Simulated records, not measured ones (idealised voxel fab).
voxel transistor to metal: a process module
Square cells of 5 nm make up the cross-section cut, whose width is 150 nm.
Notation: cross-section as square-cell grid; stated in bands, top first, going down; one or more cell rows per band.
Top height, bottom height, nm. Materials left to right, width each, nm. Single material + "all across" = fills band edge to edge. "air" = empty.
Heights are reckoned from 0. Under this level, the received wafer is all of one material. The bottommost band is open-ended downward, for example "z 0 and below".
The notation "30 to 40" denotes a width that varies across the rows of cells in the band, beginning at the first number in the top row, finishing at the second number in the bottom row, and changing by an identical amount from each row to the next.
Any step labelled "left unchanged" changed none of the cells in the cross-section.
Voids not open to the top, 8 cells minimum: see "Fully sealed cavities". Written width x height at distance; distance is from the left edge; nm.
The remark found on a step's line after its settings is issued by the simulator itself and pertains to that step.
overlay nm: how far to the right of its planned place the mask lay on this masked step (negative: to the left).

Planned step list for the process:
step 1: op RECEIVE | material Si
step 2: op CONFORMAL_DEP | material SiO2 | thk nm 5
step 3: op CONFORMAL_DEP | material SiN | thk nm 10
step 4: op PATTERN | tone cover | mask id ACTIVE | material resist | width nm 115 | thk nm 15 | overlay nm 0
step 5: op DIRECTIONAL_ETCH | etch materials SiN | depth nm 10
step 6: op DIRECTIONAL_ETCH | etch materials SiO2 | depth nm 5
step 7: op DIRECTIONAL_ETCH | etch materials Si | depth nm 20
step 8: op STRIP | etch materials resist
step 9: op FILL_DEP | material SiO2 | thk nm 15
step 10: op CMP | height nm 15
step 11: op SELECTIVE_ETCH | etch materials SiO2 | depth nm 10
step 12: op STRIP | etch materials SiN
step 13: op SELECTIVE_ETCH | etch materials SiO2 | depth nm 5
step 14: op OXIDIZE | depth nm 5
step 15: op DIRECTIONAL_DEP | material polySi | thk nm 20
step 16: op DIRECTIONAL_DEP | material SiCN | thk nm 10
step 17: op DIRECTIONAL_DEP | material aC | thk nm 10
step 18: op PATTERN | tone cover | mask id GATE | material resist | width nm 35 | thk nm 30 | overlay nm 0
step 19: op DIRECTIONAL_ETCH | etch materials aC | depth nm 10
step 20: op STRIP | etch materials resist
step 21: op DIRECTIONAL_ETCH | etch materials SiCN | depth nm 20
step 22: op DIRECTIONAL_ETCH | etch materials polySi | depth nm 30
step 23: op STRIP | etch materials aC
step 24: op CONFORMAL_DEP | material SiN | thk nm 5
step 25: op DIRECTIONAL_ETCH | etch materials SiN | depth nm 5
step 26: op DIRECTIONAL_ETCH | etch materials SiO2 | depth nm 5
step 27: op DIRECTIONAL_ETCH | etch materials Si | depth nm 5
step 28: op EPI | material SiGe | thk nm 10
step 29: op FILL_DEP | material SiO2 | thk nm 10
step 30: op CMP | height nm 20
step 31: op STRIP | etch materials polySi
step 32: op SELECTIVE_ETCH | etch materials SiO2 | depth nm 5
step 33: op CONFORMAL_DEP | material HfO2 | thk nm 5
step 34: op CONFORMAL_DEP | material TiN | thk nm 5
step 35: op FILL_DEP | material W | thk nm 5
step 36: op CMP | height nm 15
step 37: op DIRECTIONAL_DEP | material SiO2 | thk nm 10
step 38: op PATTERN | tone open | mask id CONTACT | material resist | width nm 15 | pitch nm 90 | thk nm 20 | overlay nm 0
step 39: op DIRECTIONAL_ETCH | etch materials SiO2 | depth nm 25
step 40: op STRIP | etch materials resist
step 41: op CONFORMAL_DEP | material TiN | thk nm 5
step 42: op FILL_DEP | material W | thk nm 5
step 43: op CMP | height nm 25
step 44: op CONFORMAL_DEP | material SiCN | thk nm 5
step 45: op DIRECTIONAL_DEP | material lowk | thk nm 20
step 46: op PATTERN | tone open | mask id METAL_1 | material resist | width nm 15 | pitch nm 90 | thk nm 15 | overlay nm 0
step 47: op DIRECTIONAL_ETCH | etch materials lowk | depth nm 20
step 48: op DIRECTIONAL_ETCH | etch materials SiCN | depth nm 5
step 49: op STRIP | etch materials resist
step 50: op CONFORMAL_DEP | material TiN | thk nm 5
step 51: op FILL_DEP | material Ru | thk nm 5
step 52: op CMP | height nm 50
step 53: op EPI | material Ru | thk nm 5
step 54: op FILL_DEP | material SiCN | thk nm 5

Cross-section of the wafer as it came to us, i.e., already through step 1:
z 0 and below = Si all across
Fully sealed cavities: none

The cross-section shown corresponds to the wafer at the conclusion of the module. The initial structure and the process plan are those presented above; however, one mistake occurred in executing the plan:
z 60 to 55 = SiCN all across
z 55 to 50 = SiCN: 15 / Ru: 25 / SiCN: 65 / Ru: 25 / SiCN: 20
z 50 to 30 = lowk: 20 / TiN: 5 / Ru: 5 / TiN: 5 / lowk: 75 / TiN: 5 / Ru: 5 / TiN: 5 / lowk: 25
z 30 to 25 = SiCN: 20 / TiN: 15 / SiCN: 75 / TiN: 15 / SiCN: 25
z 25 to 20 = SiO2: 20 / TiN: 5 / W: 5 / TiN: 5 / SiO2: 75 / TiN: 5 / W: 5 / TiN: 5 / SiO2: 25
z 20 to 15 = SiO2: 20 / TiN: 15 / SiO2: 75 / TiN: 15 / SiO2: 25
z 15 to 5 = SiO2: 15 / SiN: 115 / SiO2: 20
z 5 to 0 = SiO2 all across
z 0 to -20 = SiO2: 15 / Si: 115 / SiO2: 20
z -20 and below = Si all across
Fully sealed cavities: none
Diagnosis: plan step 10 was not performed, having been skipped
